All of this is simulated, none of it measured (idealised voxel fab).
process module | voxel gate over fins
cross-section cut | 240 nm wide | cells 5 nm
A cross-section is a grid of square cells, given in bands from the top down. A band is one or more rows of cells.
Each band's line starts with the height of the band's top and of its bottom, in nm. Then come its materials from left to right, each with its width in nm. One material with "throughout" fills the band from edge to edge. "air" is empty space.
Height 0 is the level under which the wafer as received is all one material. The lowest band goes on downwards, as in "0 down".
A width such as "30 to 40" changes by the same amount from each row of cells to the next, from the band's top row to its bottom row.
"no change" after a step means that no cell of the cross-section changed.
closed voids: empty space of 8 cells or more with no open way to the top, each as width x height at its distance from the left edge, in nm
after a step's settings: what the simulator itself notes on the step
overlay nm, on a step with a mask: how far to the right of its planned place the mask lay; to the left if negative
Each pair below shows a cross-section before one step and the cross-section after it, down to the lowest band that changed. The line under each pair gives the step between them, with its settings. The pairs can come from different runs of this module on the same starting wafer, so a pair continues from the pair above only where its "before" says so.
before
  10 to 5: HfO2 75 | air 5 | HfO2 35 | air 5 | HfO2 35 | air 5 | HfO2 80
  5 to 0: TiN 70 | HfO2 15 | TiN 25 | HfO2 15 | TiN 25 | HfO2 15 | TiN 75
  0 to -40: TiN 70 | SiO2 5 | Si 5 | SiO2 5 | TiN 25 | SiO2 5 | Si 5 | SiO2 5 | TiN 25 | SiO2 5 | Si 5 | SiO2 5 | TiN 75
  -40 to -45: SiO2 75 | Si 5 | SiO2 35 | Si 5 | SiO2 35 | Si 5 | SiO2 80
  -45 down: Si throughout
  closed voids: none
after
  15 to 10: TiN throughout
  10 to 5: HfO2 75 | TiN 5 | HfO2 35 | TiN 5 | HfO2 35 | TiN 5 | HfO2 80
  below 5: unchanged
  closed voids: none
the step between: op CONFORMAL_DEP | material TiN | thk nm 5
before: the cross-section after the pair above
after
  30 to 15: W throughout
  below 15: unchanged
  closed voids: none
the step between: op FILL_DEP | material W | thk nm 15
before: the cross-section after the pair above
after
  20 to 15: W throughout
  below 15: unchanged
  closed voids: none
the step between: op CMP | height nm 20
before: the cross-section after the pair above
after
  30 to 20: SiN throughout
  below 20: unchanged
  closed voids: none
the step between: op CONFORMAL_DEP | material SiN | thk nm 10
before
  15 to 5: aC throughout
  5 to 0: SiN throughout
  0 down: Si throughout
  closed voids: none
after
  45 to 15: resist 70 | air 15 | resist 25 | air 15 | resist 25 | air 15 | resist 75
  below 15: unchanged
  closed voids: none
the step between: op PATTERN | tone open | mask id FINS | material resist | width nm 15 | pitch nm 40 | thk nm 30 | overlay nm 0
before: the cross-section after the pair above
after
  35 to 15: resist 70 | air 15 | resist 25 | air 15 | resist 25 | air 15 | resist 75
  15 to 5: aC 70 | air 15 | aC 25 | air 15 | aC 25 | air 15 | aC 75
  below 5: unchanged
  closed voids: none
the step between: op DIRECTIONAL_ETCH | etch materials aC | depth nm 10
before: the cross-section after the pair above
after
  15 to 5: aC 70 | air 15 | aC 25 | air 15 | aC 25 | air 15 | aC 75
  below 5: unchanged
  closed voids: none
the step between: op STRIP | etch materials resist
before: the cross-section after the pair above
after
  15 to 5: aC 70 | air 15 | aC 25 | air 15 | aC 25 | air 15 | aC 75
  5 to 0: SiN 70 | air 15 | SiN 25 | air 15 | SiN 25 | air 15 | SiN 75
  below 0: unchanged
  closed voids: none
the step between: op DIRECTIONAL_ETCH | etch materials SiN | depth nm 5
before: the cross-section after the pair above
after
  15 to 5: aC 70 | air 15 | aC 25 | air 15 | aC 25 | air 15 | aC 75
  5 to 0: SiN 70 | air 15 | SiN 25 | air 15 | SiN 25 | air 15 | SiN 75
  0 to -40: Si 70 | air 15 | Si 25 | air 15 | Si 25 | air 15 | Si 75
  below -40: unchanged
  closed voids: none
the step between: op DIRECTIONAL_ETCH | etch materials Si | depth nm 40
before: the cross-section after the pair above
after
  5 to 0: SiN 70 | air 15 | SiN 25 | air 15 | SiN 25 | air 15 | SiN 75
  below 0: unchanged
  closed voids: none
the step between: op STRIP | etch materials aC
before: the cross-section after the pair above
after
  5 to 0: SiN 70 | air 15 | SiN 25 | air 15 | SiN 25 | air 15 | SiN 75
  0 to -40: Si 65 | SiO2 5 | air 15 | SiO2 5 | Si 15 | SiO2 5 | air 15 | SiO2 5 | Si 15 | SiO2 5 | air 15 | SiO2 5 | Si 70
  -40 to -45: Si 65 | SiO2 25 | Si 15 | SiO2 25 | Si 15 | SiO2 25 | Si 70
  below -45: unchanged
  closed voids: none
the step between: op OXIDIZE | depth nm 5
before: the cross-section after the pair above
after
  10 to 5: SiO2 throughout
  5 to 0: SiN 70 | SiO2 15 | SiN 25 | SiO2 15 | SiN 25 | SiO2 15 | SiN 75
  0 to -45: Si 65 | SiO2 25 | Si 15 | SiO2 25 | Si 15 | SiO2 25 | Si 70
  below -45: unchanged
  closed voids: none
the step between: op FILL_DEP | material SiO2 | thk nm 5
before: the cross-section after the pair above
after
  5 to 0: SiN 70 | SiO2 15 | SiN 25 | SiO2 15 | SiN 25 | SiO2 15 | SiN 75
  below 0: unchanged
  closed voids: none
the step between: op CMP | height nm 5
before: the cross-section after the pair above
after
  5 to 0: SiN 70 | air 15 | SiN 25 | air 15 | SiN 25 | air 15 | SiN 75
  0 to -10: Si 65 | air 25 | Si 15 | air 25 | Si 15 | air 25 | Si 70
  below -10: unchanged
  closed voids: none
the step between: op SELECTIVE_ETCH | etch materials SiO2 | depth nm 15
before: the cross-section after the pair above
after
  0 to -10: Si 65 | air 25 | Si 15 | air 25 | Si 15 | air 25 | Si 70
  below -10: unchanged
  closed voids: none
the step between: op STRIP | etch materials SiN
before: the cross-section after the pair above
after
  5 to 0: HfO2 70 | air 15 | HfO2 25 | air 15 | HfO2 25 | air 15 | HfO2 75
  0 to -5: Si 65 | HfO2 5 | air 15 | HfO2 5 | Si 15 | HfO2 5 | air 15 | HfO2 5 | Si 15 | HfO2 5 | air 15 | HfO2 5 | Si 70
  -5 to -10: Si 65 | HfO2 25 | Si 15 | HfO2 25 | Si 15 | HfO2 25 | Si 70
  below -10: unchanged
  closed voids: none
the step between: op CONFORMAL_DEP | material HfO2 | thk nm 5
before: the cross-section after the pair above
after
  10 to 5: TiN 75 | air 5 | TiN 35 | air 5 | TiN 35 | air 5 | TiN 80
  5 to 0: HfO2 70 | TiN 5 | air 5 | TiN 5 | HfO2 25 | TiN 5 | air 5 | TiN 5 | HfO2 25 | TiN 5 | air 5 | TiN 5 | HfO2 75
  0 to -5: Si 65 | HfO2 5 | TiN 15 | HfO2 5 | Si 15 | HfO2 5 | TiN 15 | HfO2 5 | Si 15 | HfO2 5 | TiN 15 | HfO2 5 | Si 70
  below -5: unchanged
  closed voids: none
the step between: op CONFORMAL_DEP | material TiN | thk nm 5
before: the cross-section after the pair above
after
  25 to 10: W throughout
  10 to 5: TiN 75 | W 5 | TiN 35 | W 5 | TiN 35 | W 5 | TiN 80
  5 to 0: HfO2 70 | TiN 5 | W 5 | TiN 5 | HfO2 25 | TiN 5 | W 5 | TiN 5 | HfO2 25 | TiN 5 | W 5 | TiN 5 | HfO2 75
  below 0: unchanged
  closed voids: none
the step between: op FILL_DEP | material W | thk nm 15
before: the cross-section after the pair above
after
  20 to 10: W throughout
  below 10: unchanged
  closed voids: none
the step between: op CMP | height nm 20
before: the cross-section after the pair above
after
  30 to 20: SiN throughout
  below 20: unchanged
  closed voids: none
the step between: op CONFORMAL_DEP | material SiN | thk nm 10
